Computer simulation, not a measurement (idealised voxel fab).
Process module, titled voxel self aligned contacts
Shown is cross-section cut, with a width of 165 nm and square cells of size 5 nm.
We lay out every cross-section as a grid of square cells and spell it out in bands from the top down, where one band means one or more rows of cells.
A band entry consists of two parts. The first gives the height of the band's top and the height of its bottom, in nm. The rest lists the band's materials from left to right, each with its width in nm. A single material labelled with the word "all across" fills the band from edge to edge, and the word "air" marks empty space.
The level at which height equals 0 is the one under which the wafer, as it arrives, is entirely one material. No lower edge exists for the bottom band, which continues downward and is notated as in "0 down".
Width spec "30->40" -> top row of cells at first value, bottom row at second value, equal per-row change in between.
"no modification" after a step means that no cell of the cross-section changed.
This entry, "Closed void register", enumerates those empty regions of no fewer than 8 cells that possess no open connection to the top. Each region is reported in the form width x height at distance, the distance being taken from the left edge, with all three quantities expressed in nm.
On each step's line, the part that comes after the settings is the simulator's own comment on the step.
overlay nm: on a step with a mask, how far right of its planned place the mask lay; negative means left.
## Process steps foreseen in the plan
step 1: RECEIVE,material Si
step 2: OXIDIZE,depth nm 5
step 3: DIRECTIONAL_DEP,material polySi,thk nm 30
step 4: DIRECTIONAL_DEP,material SiN,thk nm 15
step 5: PATTERN,tone cover,mask id GATE,material resist,width nm 30,pitch nm 60,thk nm 15,overlay nm 0
step 6: DIRECTIONAL_ETCH,etch materials SiN,depth nm 15
step 7: DIRECTIONAL_ETCH,etch materials polySi,depth nm 30
step 8: STRIP,etch materials resist
step 9: CONFORMAL_DEP,material SiN,thk nm 5
step 10: DIRECTIONAL_ETCH,etch materials SiN,depth nm 5
step 11: FILL_DEP,material SiO2,thk nm 20
step 12: CMP,height nm 55
step 13: PATTERN,tone open,mask id CONTACT,material resist,width nm 40,thk nm 15,overlay nm -15
step 14: DIRECTIONAL_ETCH,etch materials SiO2,depth nm 60
step 15: STRIP,etch materials resist
step 16: CONFORMAL_DEP,material TiN,thk nm 5
step 17: FILL_DEP,material Ru,thk nm 10
step 18: CMP,height nm 55
step 19: CONFORMAL_DEP,material SiN,thk nm 5
The plan shows the overlay nm of step 13 as the first wafer had it; this setting differs between the wafers, which start out alike.
## Cross-section of the first of several wafers as received (after step 1)
  0 down: Si all across
  Closed void register: none
## Row per wafer, end-of-module: cell gain (+)/loss (-) by material since the wafer came in, then closed voids
overlay nm -15; +16 Ru; -33 Si; +105 SiN; +206 SiO2; +30 TiN; +72 polySi; Closed void register: none
overlay nm -10; +26 Ru; -33 Si; +105 SiN; +196 SiO2; +30 TiN; +72 polySi; Closed void register: none
overlay nm -5; +26 Ru; -33 Si; +105 SiN; +196 SiO2; +30 TiN; +72 polySi; Closed void register: none
overlay nm 0; +26 Ru; -33 Si; +105 SiN; +196 SiO2; +30 TiN; +72 polySi; Closed void register: none
overlay nm 5; +26 Ru; -33 Si; +105 SiN; +196 SiO2; +30 TiN; +72 polySi; Closed void register: none
overlay nm 10; +26 Ru; -33 Si; +105 SiN; +196 SiO2; +30 TiN; +72 polySi; Closed void register: none
overlay nm 15; +16 Ru; -33 Si; +105 SiN; +206 SiO2; +30 TiN; +72 polySi; Closed void register: none
